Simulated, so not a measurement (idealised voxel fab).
The following is a process module called voxel ribs on slabs.
Pictured: cross-section cut, 255 nm wide, on a grid of 5 nm square cells.
Cross-section format: a grid of square cells, given as bands from top to bottom; each band is one or more rows of cells.
This entry defines a band. It first specifies the height of the band's top and the height of its bottom in nm, and then specifies the band's materials from left to right, stating each material with its width in nm. The word "full width" identifies a single material that fills the band from edge to edge, while the word "empty" identifies empty space.
The level at which height equals 0 is the one under which the wafer, as it arrives, is entirely one material. No lower edge exists for the bottom band, which continues downward and is notated as in "from 0 down".
Quick explanation for "30..40": the width changes in equal steps down the rows of cells, from the first number in the band's top row to the second number in its bottom row.
A step reported as "stayed the same" is a step in which no cell of the cross-section changed.
For the entry "Closed void roster", the listed items are empty spaces with no open way to the top whose size is 8 cells or more; each item follows the pattern width x height at distance, where distance is from the left edge and all three are in nm.
Note: text after step settings on the step line = simulator remark on that step.
overlay nm: step with mask; distance mask lay right of planned place; negative value = left of planned place.

**These are the steps we planned for the process**
1. RECEIVE, material Si
2. DIRECTIONAL_DEP, material SiO2, thk nm 20
3. DIRECTIONAL_DEP, material SiN, thk nm 20
4. DIRECTIONAL_DEP, material aC, thk nm 10
5. PATTERN, tone cover, mask id RIB, material resist, width nm 15, thk nm 25, overlay nm 0
6. DIRECTIONAL_ETCH, etch materials aC, depth nm 10
7. STRIP, etch materials resist
8. DIRECTIONAL_ETCH, etch materials SiN, depth nm 10
9. STRIP, etch materials aC
10. PATTERN, tone cover, mask id SLAB, material resist, width nm 75, thk nm 20, overlay nm 0
11. DIRECTIONAL_ETCH, etch materials SiN, depth nm 10
12. STRIP, etch materials resist
13. FILL_DEP, material SiO2, thk nm 20
14. CMP, height nm 50
15. DIRECTIONAL_DEP, material W, thk nm 10
16. MASKED_ETCH, tone cover, mask id HEATER, width nm 25, etch materials W, depth nm 10, overlay nm 0
17. CONFORMAL_DEP, material SiO2, thk nm 5

**Incoming wafer in cross-section (state: after step 1)**
* from 0 down | Si full width
* Closed void roster: none

**Here's the wafer cut in cross-section after the module, started and planned just like above, except one thing was done wrong in the run**
* from 65 to 60 | 110 nm empty  35 nm SiO2  110 nm empty
* from 60 to 55 | 110 nm empty  5 nm SiO2  25 nm W  5 nm SiO2  110 nm empty
* from 55 to 50 | 115 nm SiO2  25 nm W  115 nm SiO2
* from 50 to 40 | SiO2 full width
* from 40 to 30 | 90 nm SiO2  30 nm SiN  15 nm SiO2  30 nm SiN  90 nm SiO2
* from 30 to 20 | SiN full width
* from 20 to 0 | SiO2 full width
* from 0 down | Si full width
* Closed void roster: none
So what did we get wrong on this run? step 5: run off-plan, actual operation and settings PATTERN, tone open, mask id RIB, material resist, width nm 15, thk nm 25, overlay nm 0
